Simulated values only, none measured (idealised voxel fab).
Module name: voxel air gaps (process module)
Square cells of 5 nm make up the cross-section cut, whose width is 210 nm.
Heads up, the way a cross-section reads in here is a grid of square cells, handed over as bands from the top down, with every band being one or more rows of cells.
Basically the band line says how high the top is and how high the bottom is, in nm, and then what's in it from left to right, every material with its width in nm. Empty space shows up as "empty", and if a single material carries "all across" it runs the full band edge to edge.
Heads up on the height convention: 0 is the point under which the incoming wafer is all one material, and the lowest band has no bottom, it just keeps going down, like "from 0 down".
Graded width ("30 to 40"): value in top row of band = first number; value in bottom row = second number; row-to-row change constant.
A step reported as "everything unchanged" is a step in which no cell of the cross-section changed.
"Enclosed cavity list": sealed empty spaces, 8 cells or more, no open way to top, listed width x height at distance, with distance from the left edge and width, height and distance in nm.
That trailing text on a step's line, after the settings, is the simulator's own remark on the step.
Steps that use a mask can have "overlay nm" on their line. It says how far the mask sat to the right of where it was meant to be. Negative means to the left.
## The following list gives the planned process steps
step 1: RECEIVE with material Si
step 2: CONFORMAL_DEP with material SiO2, thk nm 10
step 3: CONFORMAL_DEP with material SiN, thk nm 5
step 4: DIRECTIONAL_DEP with material SiO2, thk nm 30
step 5: PATTERN with tone open, mask id LINES, material resist, width nm 20, pitch nm 45, thk nm 20, overlay nm 0
step 6: DIRECTIONAL_ETCH with etch materials SiO2, depth nm 30
step 7: STRIP with etch materials resist
step 8: CONFORMAL_DEP with material TiN, thk nm 5
step 9: FILL_DEP with material Cu, thk nm 10
step 10: CMP with height nm 45
step 11: EPI with material Ru, thk nm 10
step 12: SELECTIVE_ETCH with etch materials SiO2, depth nm 40
step 13: CONFORMAL_DEP with material SiCN, thk nm 5
## First wafer out of two, processed as planned
## as received, after step 1
* from 0 down: Si all across
* Enclosed cavity list: none
## Take a look at the wafer's cross-section after step 2
* from 10 to 0: SiO2 all across
* Below 0 it's all the same as before, nothing changed down there.
## Take a look at the wafer's cross-section after step 3
* from 15 to 10: SiN all across
* Below 10 it's all the same as before, nothing changed down there.
## Take a look at the wafer's cross-section after step 4
* from 45 to 15: SiO2 all across
* Below 15 it's all the same as before, nothing changed down there.
## Take a look at the wafer's cross-section after step 5
* from 65 to 45: 25 of resist | 20 of empty | 25 of resist | 20 of empty | 25 of resist | 20 of empty | 25 of resist | 20 of empty | 30 of resist
* Below 45 it's all the same as before, nothing changed down there.
## Take a look at the wafer's cross-section after step 6
* from 65 to 45: 25 of resist | 20 of empty | 25 of resist | 20 of empty | 25 of resist | 20 of empty | 25 of resist | 20 of empty | 30 of resist
* from 45 to 15: 25 of SiO2 | 20 of empty | 25 of SiO2 | 20 of empty | 25 of SiO2 | 20 of empty | 25 of SiO2 | 20 of empty | 30 of SiO2
* Below 15 it's all the same as before, nothing changed down there.
## Take a look at the wafer's cross-section after step 7
* from 45 to 15: 25 of SiO2 | 20 of empty | 25 of SiO2 | 20 of empty | 25 of SiO2 | 20 of empty | 25 of SiO2 | 20 of empty | 30 of SiO2
* Below 15 it's all the same as before, nothing changed down there.
## Take a look at the wafer's cross-section after step 8
* from 50 to 45: 30 of TiN | 10 of empty | 35 of TiN | 10 of empty | 35 of TiN | 10 of empty | 35 of TiN | 10 of empty | 35 of TiN
* from 45 to 20: 25 of SiO2 | 5 of TiN | 10 of empty | 5 of TiN | 25 of SiO2 | 5 of TiN | 10 of empty | 5 of TiN | 25 of SiO2 | 5 of TiN | 10 of empty | 5 of TiN | 25 of SiO2 | 5 of TiN | 10 of empty | 5 of TiN | 30 of SiO2
* from 20 to 15: 25 of SiO2 | 20 of TiN | 25 of SiO2 | 20 of TiN | 25 of SiO2 | 20 of TiN | 25 of SiO2 | 20 of TiN | 30 of SiO2
* Below 15 it's all the same as before, nothing changed down there.
## Take a look at the wafer's cross-section after step 9
* from 60 to 50: Cu all across
* from 50 to 45: 30 of TiN | 10 of Cu | 35 of TiN | 10 of Cu | 35 of TiN | 10 of Cu | 35 of TiN | 10 of Cu | 35 of TiN
* from 45 to 20: 25 of SiO2 | 5 of TiN | 10 of Cu | 5 of TiN | 25 of SiO2 | 5 of TiN | 10 of Cu | 5 of TiN | 25 of SiO2 | 5 of TiN | 10 of Cu | 5 of TiN | 25 of SiO2 | 5 of TiN | 10 of Cu | 5 of TiN | 30 of SiO2
* Below 20 it's all the same as before, nothing changed down there.
## Take a look at the wafer's cross-section after step 10
* from 45 to 20: 25 of SiO2 | 5 of TiN | 10 of Cu | 5 of TiN | 25 of SiO2 | 5 of TiN | 10 of Cu | 5 of TiN | 25 of SiO2 | 5 of TiN | 10 of Cu | 5 of TiN | 25 of SiO2 | 5 of TiN | 10 of Cu | 5 of TiN | 30 of SiO2
* Below 20 it's all the same as before, nothing changed down there.
## Take a look at the wafer's cross-section after step 11
* from 55 to 45: 15 of empty | 40 of Ru | 5 of empty | 40 of Ru | 5 of empty | 40 of Ru | 5 of empty | 40 of Ru | 20 of empty
* Below 45 it's all the same as before, nothing changed down there.
## Take a look at the wafer's cross-section after step 12
* from 55 to 45: 15 of empty | 40 of Ru | 5 of empty | 40 of Ru | 5 of empty | 40 of Ru | 5 of empty | 40 of Ru | 20 of empty
* from 45 to 20: 25 of empty | 5 of TiN | 10 of Cu | 5 of TiN | 25 of empty | 5 of TiN | 10 of Cu | 5 of TiN | 25 of empty | 5 of TiN | 10 of Cu | 5 of TiN | 25 of empty | 5 of TiN | 10 of Cu | 5 of TiN | 30 of empty
* from 20 to 15: 25 of empty | 20 of TiN | 25 of empty | 20 of TiN | 25 of empty | 20 of TiN | 25 of empty | 20 of TiN | 30 of empty
* Below 15 it's all the same as before, nothing changed down there.
## Take a look at the wafer's cross-section after step 13
* from 60 to 55: 10 of empty | 185 of SiCN | 15 of empty
* from 55 to 45: 10 of empty | 5 of SiCN | 40 of Ru | 5 of SiCN | 40 of Ru | 5 of SiCN | 40 of Ru | 5 of SiCN | 40 of Ru | 5 of SiCN | 15 of empty
* from 45 to 40: 10 of empty | 15 of SiCN | 5 of TiN | 10 of Cu | 5 of TiN | 25 of SiCN | 5 of TiN | 10 of Cu | 5 of TiN | 25 of SiCN | 5 of TiN | 10 of Cu | 5 of TiN | 25 of SiCN | 5 of TiN | 10 of Cu | 5 of TiN | 15 of SiCN | 15 of empty
* from 40 to 20: 20 of empty | 5 of SiCN | 5 of TiN | 10 of Cu | 5 of TiN | 5 of SiCN | 15 of empty | 5 of SiCN | 5 of TiN | 10 of Cu | 5 of TiN | 5 of SiCN | 15 of empty | 5 of SiCN | 5 of TiN | 10 of Cu | 5 of TiN | 5 of SiCN | 15 of empty | 5 of SiCN | 5 of TiN | 10 of Cu | 5 of TiN | 5 of SiCN | 25 of empty
* from 20 to 15: 25 of SiCN | 20 of TiN | 25 of SiCN | 20 of TiN | 25 of SiCN | 20 of TiN | 25 of SiCN | 20 of TiN | 30 of SiCN
* Below 15 it's all the same as before, nothing changed down there.
* Enclosed cavity list: 15 x 20 at 50; 15 x 20 at 95; 15 x 20 at 140
## Companion wafer, the second of two: same beginning, same intended sequence, one mistake in carrying it out; through step 10 inclusive it tracks the first exactly
## Planned end of step 11: second wafer, cross-section
* from 65 to 45: 5 of empty | 195 of Ru | 10 of empty
* Below 45 it's all the same as before, nothing changed down there.
## Planned end of step 12: second wafer, cross-section
* from 65 to 45: 5 of empty | 195 of Ru | 10 of empty
* from 45 to 20: 25 of empty | 5 of TiN | 10 of Cu | 5 of TiN | 25 of SiO2 | 5 of TiN | 10 of Cu | 5 of TiN | 25 of SiO2 | 5 of TiN | 10 of Cu | 5 of TiN | 25 of SiO2 | 5 of TiN | 10 of Cu | 5 of TiN | 30 of empty
* from 20 to 15: 25 of empty | 20 of TiN | 25 of SiO2 | 20 of TiN | 25 of SiO2 | 20 of TiN | 25 of SiO2 | 20 of TiN | 30 of empty
* Below 15 it's all the same as before, nothing changed down there.
## Planned end of step 13: second wafer, cross-section
* from 70 to 65: 205 of SiCN | 5 of empty
* from 65 to 45: 5 of SiCN | 195 of Ru | 5 of SiCN | 5 of empty
* from 45 to 40: 25 of SiCN | 5 of TiN | 10 of Cu | 5 of TiN | 25 of SiO2 | 5 of TiN | 10 of Cu | 5 of TiN | 25 of SiO2 | 5 of TiN | 10 of Cu | 5 of TiN | 25 of SiO2 | 5 of TiN | 10 of Cu | 5 of TiN | 25 of SiCN | 5 of empty
* from 40 to 20: 20 of empty | 5 of SiCN | 5 of TiN | 10 of Cu | 5 of TiN | 25 of SiO2 | 5 of TiN | 10 of Cu | 5 of TiN | 25 of SiO2 | 5 of TiN | 10 of Cu | 5 of TiN | 25 of SiO2 | 5 of TiN | 10 of Cu | 5 of TiN | 5 of SiCN | 25 of empty
* from 20 to 15: 25 of SiCN | 20 of TiN | 25 of SiO2 | 20 of TiN | 25 of SiO2 | 20 of TiN | 25 of SiO2 | 20 of TiN | 30 of SiCN
* Below 15 it's all the same as before, nothing changed down there.
* Enclosed cavity list: 20 x 20 at 0
Want to know what went wrong? step 11 from the plan got run twice
The second wafer ends with more or fewer cells of some materials than the first, per final count: +92 Ru; -48 SiCN; +90 SiO2
By the end, 3 closed voids are present in the first wafer and 1 in the second.
